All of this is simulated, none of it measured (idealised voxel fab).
Title: Process Module voxel trench capacitor
Xsec cut, 195 nm wide, square cell size 5 nm.
Bands, listed from the top down, are how a cross-section gets written in this document; the cross-section itself is a grid of square cells, and a band is one or more rows of them. Band: top and bottom heights (nm) first, top before bottom; then materials from left to right, widths in nm. "edge to edge" marks a sole material filling the band edge to edge. "blank" denotes empty space. For the purposes of this specification, 0 denotes the height below which the wafer in its as-received condition is composed wholly of one material, and the lowermost band, lacking a lower limit, extends downward without end, as expressed in "top 0, no bottom". The two numbers in a width such as "30 to 40" mark its ends across the band: the first belongs to the top row of cells, the second to the bottom row, and from each row to the next the width moves by the same amount. Take "remained the same" at face value: in the step it is given for, the cross-section changed in none of its cells. Closed-off voids of 8+ cells (no open route to the top) go in "Sealed internal voids", written width x height at distance from the left edge, in nm. If you see something after the settings on a step's line, that's the simulator's own remark about that step. A step line may carry the setting "overlay nm", which, for steps involving a mask, states the distance by which the mask lay to the right of its intended position; negative values denote displacement to the left.

Process steps foreseen in the plan
| 1 | RECEIVE with material Si |
| 2 | CONFORMAL_DEP with material SiN, thk nm 5 |
| 3 | DIRECTIONAL_DEP with material aC, thk nm 15 |
| 4 | PATTERN with tone open, mask id TRENCH, material resist, width nm 25, pitch nm 55, thk nm 35, overlay nm 0 |
| 5 | DIRECTIONAL_ETCH with etch materials aC, depth nm 15 |
| 6 | STRIP with etch materials resist |
| 7 | DIRECTIONAL_ETCH with etch materials SiN, depth nm 5 |
| 8 | DIRECTIONAL_ETCH with etch materials Si, depth nm 35 |
| 9 | STRIP with etch materials aC |
| 10 | CONFORMAL_DEP with material SiO2, thk nm 5 |
| 11 | FILL_DEP with material polySi, thk nm 10 |
| 12 | CMP with height nm 5 |

Wafer as received: cross-section following step 1
- top 0, no bottom  Si edge to edge
- Sealed internal voids: none

First wafer of two, sectioned at end of module; run went per plan
- top 5, bottom 0  SiN (30)  SiO2 (5)  polySi (15)  SiO2 (5)  SiN (30)  SiO2 (5)  polySi (15)  SiO2 (5)  SiN (30)  SiO2 (5)  polySi (15)  SiO2 (5)  SiN (30)
- top 0, bottom -30  Si (30)  SiO2 (5)  polySi (15)  SiO2 (5)  Si (30)  SiO2 (5)  polySi (15)  SiO2 (5)  Si (30)  SiO2 (5)  polySi (15)  SiO2 (5)  Si (30)
- top -30, bottom -35  Si (30)  SiO2 (25)  Si (30)  SiO2 (25)  Si (30)  SiO2 (25)  Si (30)
- top -35, no bottom  Si edge to edge
- Sealed internal voids: none

Cross-section, second wafer: same start as the first, same plan as the first, one mistake in running it; taken at the end of the module
- top 5, bottom 0  SiN (30)  SiO2 (5)  polySi (15)  SiO2 (5)  SiN (30)  SiO2 (5)  polySi (15)  SiO2 (5)  SiN (30)  SiO2 (5)  polySi (15)  SiO2 (5)  SiN (30)
- top 0, bottom -35  Si (30)  SiO2 (5)  polySi (15)  SiO2 (5)  Si (30)  SiO2 (5)  polySi (15)  SiO2 (5)  Si (30)  SiO2 (5)  polySi (15)  SiO2 (5)  Si (30)
- top -35, bottom -40  Si (30)  SiO2 (25)  Si (30)  SiO2 (25)  Si (30)  SiO2 (25)  Si (30)
- top -40, no bottom  Si edge to edge
- Sealed internal voids: none
In executing the process, a mistake was made relative to the plan: step 8 deviated from plan and actually ran as DIRECTIONAL_ETCH with etch materials Si, depth nm 40
In the final state, the cell counts of the second wafer exceed or fall short of those of the first for the following materials: -15 Si, +6 SiO2, +9 polySi
